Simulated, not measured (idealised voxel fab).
Process module under the name voxel fin reveal
Cross-section cut: width 250 nm, square cells of 5 nm.
Cross-section format: a grid of square cells, given as bands from top to bottom; each band is one or more rows of cells. Band: top and bottom heights (nm) first, top before bottom; then materials from left to right, widths in nm. "everywhere" marks a sole material filling the band edge to edge. "empty" denotes empty space. Ref level 0: as-received wafer is one material below here. Bottom band extends down with no lower bound ("0 nm and below"). A width such as "30->40" changes by the same amount from each row of cells to the next, from the band's top row to its bottom row. "no change", as given for a step, is the statement that not any cell of the cross-section underwent a change during that step. Closed empty spaces (no open way to the top) of 8 cells or more are what "Unvented internal voids" lists, each as width x height at distance from the left edge, nm for all three. Heads up: the bit after the settings on a step's line is the simulator's remark on that step. "overlay nm" answers the question of how far to the right of plan the mask lay on a step that has a mask, and when it is negative the answer is to the left.
SET OUT BELOW ARE THE PLANNED STEPS OF THE PROCESS
1,RECEIVE,material Si
2,CONFORMAL_DEP,material SiN,thk nm 5
3,PATTERN,tone cover,mask id FINS,material resist,width nm 15,pitch nm 45,thk nm 20,overlay nm 0
4,DIRECTIONAL_ETCH,etch materials SiN,depth nm 5
5,DIRECTIONAL_ETCH,etch materials Si,depth nm 35
6,STRIP,etch materials resist
7,FILL_DEP,material SiO2,thk nm 5
8,CMP,height nm 5
9,SELECTIVE_ETCH,etch materials SiO2,depth nm 15
10,STRIP,etch materials SiN
11,CONFORMAL_DEP,material HfO2,thk nm 5
Be aware that, although all wafers share a common starting state, the width nm at step 3 differs among them, and the plan displays the first wafer's value.
CROSS-SECTION, FIRST OF SEVERAL WAFERS, AS DELIVERED AFTER STEP 1
0 nm and below | Si everywhere
Unvented internal voids: none
AFTER THE MODULE'S FINAL STEP, STEP 11: THE FIRST OF SEVERAL WAFERS IN CROSS-SECTION
5 nm to 0 nm | empty 45; HfO2 25; empty 20; HfO2 25; empty 20; HfO2 25; empty 20; HfO2 25; empty 45
0 nm to -5 nm | empty 45; HfO2 5; Si 15; HfO2 5; empty 20; HfO2 5; Si 15; HfO2 5; empty 20; HfO2 5; Si 15; HfO2 5; empty 20; HfO2 5; Si 15; HfO2 5; empty 45
-5 nm to -10 nm | HfO2 50; Si 15; HfO2 30; Si 15; HfO2 30; Si 15; HfO2 30; Si 15; HfO2 50
-10 nm to -35 nm | SiO2 50; Si 15; SiO2 30; Si 15; SiO2 30; Si 15; SiO2 30; Si 15; SiO2 50
-35 nm and below | Si everywhere
Unvented internal voids: none
LAST WAFER X-SEC, END OF MODULE
5 nm to 0 nm | empty 40; HfO2 40; empty 5; HfO2 40; empty 5; HfO2 40; empty 5; HfO2 40; empty 35
0 nm to -5 nm | empty 40; HfO2 5; Si 30; HfO2 5; empty 5; HfO2 5; Si 30; HfO2 5; empty 5; HfO2 5; Si 30; HfO2 5; empty 5; HfO2 5; Si 30; HfO2 5; empty 35
-5 nm to -10 nm | HfO2 45; Si 30; HfO2 15; Si 30; HfO2 15; Si 30; HfO2 15; Si 30; HfO2 40
-10 nm to -35 nm | SiO2 45; Si 30; SiO2 15; Si 30; SiO2 15; Si 30; SiO2 15; Si 30; SiO2 40
-35 nm and below | Si everywhere
Unvented internal voids: none
QUICK KEY FOR THE TABLE: A ROW PER WAFER, TAKEN AT THE END OF THE MODULE. FOR EACH MATERIAL IT TELLS YOU HOW MANY CELLS THE WAFER GAINED (+) OR LOST (-) SINCE IT CAME IN, AND THE CLOSED VOIDS COME AFTER
width nm 15 | +66 HfO2 | -266 Si | +190 SiO2 | Unvented internal voids: none
width nm 20 | +66 HfO2 | -238 Si | +170 SiO2 | Unvented internal voids: none
width nm 25 | +66 HfO2 | -210 Si | +150 SiO2 | Unvented internal voids: none
width nm 30 | +66 HfO2 | -182 Si | +130 SiO2 | Unvented internal voids: none
